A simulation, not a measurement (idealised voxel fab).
The following is a process module called voxel wiring stack.
Cross-section cut: width 220 nm, square cells of 5 nm.
The cross-sections in this document take the form of a grid made of square cells. They are written out as bands, in order from top to bottom. Each band consists of one or more rows of cells.
Each band's line starts with the height of the band's top and of its bottom, in nm. Then come its materials from left to right, each with its width in nm. One material with "full width" fills the band from edge to edge. "air" is empty space.
A quick word on heights: they are counted from 0, and under that level the wafer as it came to us is one material throughout. The lowest band is different from the rest in having no bottom; it simply continues downward, written as in "0 and below".
The two numbers in a width such as "30->40" mark its ends across the band: the first belongs to the top row of cells, the second to the bottom row, and from each row to the next the width moves by the same amount.
Given "nothing was modified" for a step, no cell of the cross-section differs between before and after that step.
What "Closed-off voids" gives you is every empty space of 8 cells or more that is cut off from the top. Each appears as width x height at distance, with the distance taken from the left edge and width, height and distance all in nm.
Anything after a step's settings on that line? It's the simulator's own note about the step.
overlay nm: how far to the right of its planned place the mask lay on this masked step (negative: to the left).
SET OUT BELOW ARE THE PLANNED STEPS OF THE PROCESS
1,RECEIVE,material Si
2,CONFORMAL_DEP,material SiO2,thk nm 15
3,DIRECTIONAL_DEP,material TiN,thk nm 5
4,DIRECTIONAL_DEP,material W,thk nm 15
5,DIRECTIONAL_DEP,material aC,thk nm 10
6,PATTERN,tone cover,mask id METAL_1,material resist,width nm 25,pitch nm 40,thk nm 30,overlay nm 0
7,DIRECTIONAL_ETCH,etch materials aC,depth nm 10
8,STRIP,etch materials resist
9,DIRECTIONAL_ETCH,etch materials W,depth nm 15
10,DIRECTIONAL_ETCH,etch materials TiN,depth nm 5
11,STRIP,etch materials aC
12,CONFORMAL_DEP,material SiCN,thk nm 5
13,FILL_DEP,material SiO2,thk nm 5
14,CMP,height nm 35
15,CONFORMAL_DEP,material SiCN,thk nm 5
16,DIRECTIONAL_DEP,material SiO2,thk nm 30
17,DIRECTIONAL_DEP,material aC,thk nm 10
18,PATTERN,tone open,mask id METAL_2,material resist,width nm 25,pitch nm 40,thk nm 30,overlay nm 0
19,DIRECTIONAL_ETCH,etch materials aC,depth nm 10
20,STRIP,etch materials resist
21,DIRECTIONAL_ETCH,etch materials SiO2,depth nm 15
22,STRIP,etch materials aC
23,MASKED_ETCH,tone open,mask id METAL_2_HOLES,width nm 15,pitch nm 40,etch materials SiO2,depth nm 15,overlay nm 0
24,MASKED_ETCH,tone open,mask id METAL_2_HOLES,width nm 15,pitch nm 40,etch materials SiCN,depth nm 5,overlay nm 0
25,CONFORMAL_DEP,material TiN,thk nm 5
26,FILL_DEP,material Cu,thk nm 10
27,CMP,height nm 70
28,CONFORMAL_DEP,material SiN,thk nm 5
OF TWO WAFERS, THE FIRST: RUN ACCORDING TO PLAN
CROSS-SECTION OF THE WAFER AT RECEIPT, WHICH IS THE CONDITION AFTER STEP 1
  0 and below = Si full width
  Closed-off voids: none
AFTER STEP 2, IN CROSS-SECTION
  15 down to 0 = SiO2 full width
  At heights below 0, the structure remains unaltered.
AFTER STEP 3, IN CROSS-SECTION
  20 down to 15 = TiN full width
  At heights below 15, the structure remains unaltered.
AFTER STEP 4, IN CROSS-SECTION
  35 down to 20 = W full width
  At heights below 20, the structure remains unaltered.
AFTER STEP 5, IN CROSS-SECTION
  45 down to 35 = aC full width
  At heights below 35, the structure remains unaltered.
AFTER STEP 6, IN CROSS-SECTION
  75 down to 45 = 75 air  25 resist  15 air  25 resist  80 air
  At heights below 45, the structure remains unaltered.
AFTER STEP 7, IN CROSS-SECTION
  65 down to 45 = 75 air  25 resist  15 air  25 resist  80 air
  45 down to 35 = 75 air  25 aC  15 air  25 aC  80 air
  At heights below 35, the structure remains unaltered.
AFTER STEP 8, IN CROSS-SECTION
  45 down to 35 = 75 air  25 aC  15 air  25 aC  80 air
  At heights below 35, the structure remains unaltered.
AFTER STEP 9, IN CROSS-SECTION
  45 down to 35 = 75 air  25 aC  15 air  25 aC  80 air
  35 down to 20 = 75 air  25 W  15 air  25 W  80 air
  At heights below 20, the structure remains unaltered.
AFTER STEP 10, IN CROSS-SECTION
  45 down to 35 = 75 air  25 aC  15 air  25 aC  80 air
  35 down to 20 = 75 air  25 W  15 air  25 W  80 air
  20 down to 15 = 75 air  25 TiN  15 air  25 TiN  80 air
  At heights below 15, the structure remains unaltered.
AFTER STEP 11, IN CROSS-SECTION
  35 down to 20 = 75 air  25 W  15 air  25 W  80 air
  At heights below 20, the structure remains unaltered.
AFTER STEP 12, IN CROSS-SECTION
  40 down to 35 = 70 air  35 SiCN  5 air  35 SiCN  75 air
  35 down to 20 = 70 air  5 SiCN  25 W  5 SiCN  5 air  5 SiCN  25 W  5 SiCN  75 air
  20 down to 15 = 75 SiCN  25 TiN  15 SiCN  25 TiN  80 SiCN
  At heights below 15, the structure remains unaltered.
AFTER STEP 13, IN CROSS-SECTION
  45 down to 40 = SiO2 full width
  40 down to 35 = 70 SiO2  35 SiCN  5 SiO2  35 SiCN  75 SiO2
  35 down to 20 = 70 SiO2  5 SiCN  25 W  5 SiCN  5 SiO2  5 SiCN  25 W  5 SiCN  75 SiO2
  At heights below 20, the structure remains unaltered.
AFTER STEP 14, IN CROSS-SECTION
  35 down to 20 = 70 SiO2  5 SiCN  25 W  5 SiCN  5 SiO2  5 SiCN  25 W  5 SiCN  75 SiO2
  At heights below 20, the structure remains unaltered.
AFTER STEP 15, IN CROSS-SECTION
  40 down to 35 = SiCN full width
  At heights below 35, the structure remains unaltered.
AFTER STEP 16, IN CROSS-SECTION
  70 down to 40 = SiO2 full width
  At heights below 40, the structure remains unaltered.
AFTER STEP 17, IN CROSS-SECTION
  80 down to 70 = aC full width
  At heights below 70, the structure remains unaltered.
AFTER STEP 18, IN CROSS-SECTION
  110 down to 80 = 75 resist  25 air  15 resist  25 air  80 resist
  At heights below 80, the structure remains unaltered.
AFTER STEP 19, IN CROSS-SECTION
  100 down to 80 = 75 resist  25 air  15 resist  25 air  80 resist
  80 down to 70 = 75 aC  25 air  15 aC  25 air  80 aC
  At heights below 70, the structure remains unaltered.
AFTER STEP 20, IN CROSS-SECTION
  80 down to 70 = 75 aC  25 air  15 aC  25 air  80 aC
  At heights below 70, the structure remains unaltered.
AFTER STEP 21, IN CROSS-SECTION
  80 down to 70 = 75 aC  25 air  15 aC  25 air  80 aC
  70 down to 55 = 75 SiO2  25 air  15 SiO2  25 air  80 SiO2
  At heights below 55, the structure remains unaltered.
AFTER STEP 22, IN CROSS-SECTION
  70 down to 55 = 75 SiO2  25 air  15 SiO2  25 air  80 SiO2
  At heights below 55, the structure remains unaltered.
AFTER STEP 23, IN CROSS-SECTION
  70 down to 55 = 75 SiO2  25 air  15 SiO2  25 air  80 SiO2
  55 down to 40 = 75 SiO2  15 air  25 SiO2  15 air  90 SiO2
  At heights below 40, the structure remains unaltered.
AFTER STEP 24, IN CROSS-SECTION
  70 down to 55 = 75 SiO2  25 air  15 SiO2  25 air  80 SiO2
  55 down to 40 = 75 SiO2  15 air  25 SiO2  15 air  90 SiO2
  40 down to 35 = 75 SiCN  15 air  25 SiCN  15 air  90 SiCN
  At heights below 35, the structure remains unaltered.
AFTER STEP 25, IN CROSS-SECTION
  75 down to 70 = 80 TiN  15 air  25 TiN  15 air  85 TiN
  70 down to 60 = 75 SiO2  5 TiN  15 air  5 TiN  15 SiO2  5 TiN  15 air  5 TiN  80 SiO2
  60 down to 55 = 75 SiO2  5 TiN  5 air  15 TiN  15 SiO2  5 TiN  5 air  15 TiN  80 SiO2
  55 down to 40 = 75 SiO2  5 TiN  5 air  5 TiN  25 SiO2  5 TiN  5 air  5 TiN  90 SiO2
  40 down to 35 = 75 SiCN  15 TiN  25 SiCN  15 TiN  90 SiCN
  At heights below 35, the structure remains unaltered.
AFTER STEP 26, IN CROSS-SECTION
  85 down to 75 = Cu full width
  75 down to 70 = 80 TiN  15 Cu  25 TiN  15 Cu  85 TiN
  70 down to 60 = 75 SiO2  5 TiN  15 Cu  5 TiN  15 SiO2  5 TiN  15 Cu  5 TiN  80 SiO2
  60 down to 55 = 75 SiO2  5 TiN  5 Cu  15 TiN  15 SiO2  5 TiN  5 Cu  15 TiN  80 SiO2
  55 down to 40 = 75 SiO2  5 TiN  5 Cu  5 TiN  25 SiO2  5 TiN  5 Cu  5 TiN  90 SiO2
  At heights below 40, the structure remains unaltered.
AFTER STEP 27, IN CROSS-SECTION
  70 down to 60 = 75 SiO2  5 TiN  15 Cu  5 TiN  15 SiO2  5 TiN  15 Cu  5 TiN  80 SiO2
  At heights below 60, the structure remains unaltered.
AFTER STEP 28, IN CROSS-SECTION
  75 down to 70 = SiN full width
  At heights below 70, the structure remains unaltered.
WAFER TWO OF THE PAIR: SAME ORIGIN, SAME PLAN, ONE ERROR DURING THE RUN; IDENTICAL TO WAFER ONE UP TO AND INCLUDING STEP 14
PLANNED END OF STEP 15: SECOND WAFER, CROSS-SECTION
  40 down to 35 = SiN full width
  At heights below 35, the structure remains unaltered.
PLANNED END OF STEP 16: SECOND WAFER, CROSS-SECTION
  70 down to 40 = SiO2 full width
  At heights below 40, the structure remains unaltered.
PLANNED END OF STEP 17: SECOND WAFER, CROSS-SECTION
  80 down to 70 = aC full width
  At heights below 70, the structure remains unaltered.
PLANNED END OF STEP 18: SECOND WAFER, CROSS-SECTION
  110 down to 80 = 75 resist  25 air  15 resist  25 air  80 resist
  At heights below 80, the structure remains unaltered.
PLANNED END OF STEP 19: SECOND WAFER, CROSS-SECTION
  100 down to 80 = 75 resist  25 air  15 resist  25 air  80 resist
  80 down to 70 = 75 aC  25 air  15 aC  25 air  80 aC
  At heights below 70, the structure remains unaltered.
PLANNED END OF STEP 20: SECOND WAFER, CROSS-SECTION
  80 down to 70 = 75 aC  25 air  15 aC  25 air  80 aC
  At heights below 70, the structure remains unaltered.
PLANNED END OF STEP 21: SECOND WAFER, CROSS-SECTION
  80 down to 70 = 75 aC  25 air  15 aC  25 air  80 aC
  70 down to 55 = 75 SiO2  25 air  15 SiO2  25 air  80 SiO2
  At heights below 55, the structure remains unaltered.
PLANNED END OF STEP 22: SECOND WAFER, CROSS-SECTION
  70 down to 55 = 75 SiO2  25 air  15 SiO2  25 air  80 SiO2
  At heights below 55, the structure remains unaltered.
PLANNED END OF STEP 23: SECOND WAFER, CROSS-SECTION
  70 down to 55 = 75 SiO2  25 air  15 SiO2  25 air  80 SiO2
  55 down to 40 = 75 SiO2  15 air  25 SiO2  15 air  90 SiO2
  At heights below 40, the structure remains unaltered.
Planned end of step 24: second wafer, cross-section: nothing was modified
PLANNED END OF STEP 25: SECOND WAFER, CROSS-SECTION
  75 down to 70 = 80 TiN  15 air  25 TiN  15 air  85 TiN
  70 down to 60 = 75 SiO2  5 TiN  15 air  5 TiN  15 SiO2  5 TiN  15 air  5 TiN  80 SiO2
  60 down to 55 = 75 SiO2  5 TiN  5 air  15 TiN  15 SiO2  5 TiN  5 air  15 TiN  80 SiO2
  55 down to 45 = 75 SiO2  5 TiN  5 air  5 TiN  25 SiO2  5 TiN  5 air  5 TiN  90 SiO2
  45 down to 40 = 75 SiO2  15 TiN  25 SiO2  15 TiN  90 SiO2
  At heights below 40, the structure remains unaltered.
PLANNED END OF STEP 26: SECOND WAFER, CROSS-SECTION
  85 down to 75 = Cu full width
  75 down to 70 = 80 TiN  15 Cu  25 TiN  15 Cu  85 TiN
  70 down to 60 = 75 SiO2  5 TiN  15 Cu  5 TiN  15 SiO2  5 TiN  15 Cu  5 TiN  80 SiO2
  60 down to 55 = 75 SiO2  5 TiN  5 Cu  15 TiN  15 SiO2  5 TiN  5 Cu  15 TiN  80 SiO2
  55 down to 45 = 75 SiO2  5 TiN  5 Cu  5 TiN  25 SiO2  5 TiN  5 Cu  5 TiN  90 SiO2
  At heights below 45, the structure remains unaltered.
PLANNED END OF STEP 27: SECOND WAFER, CROSS-SECTION
  70 down to 60 = 75 SiO2  5 TiN  15 Cu  5 TiN  15 SiO2  5 TiN  15 Cu  5 TiN  80 SiO2
  At heights below 60, the structure remains unaltered.
PLANNED END OF STEP 28: SECOND WAFER, CROSS-SECTION
  75 down to 70 = SiN full width
  At heights below 70, the structure remains unaltered.
It is concluded that the wafer was processed incorrectly with respect to the plan, in that rather than as planned, step 15 actually ran as CONFORMAL_DEP,material SiN,thk nm 5
Heads up, by the end the second wafer has more or fewer cells of some materials compared to the first: Cu -2, SiCN -38, SiN +44, TiN -4
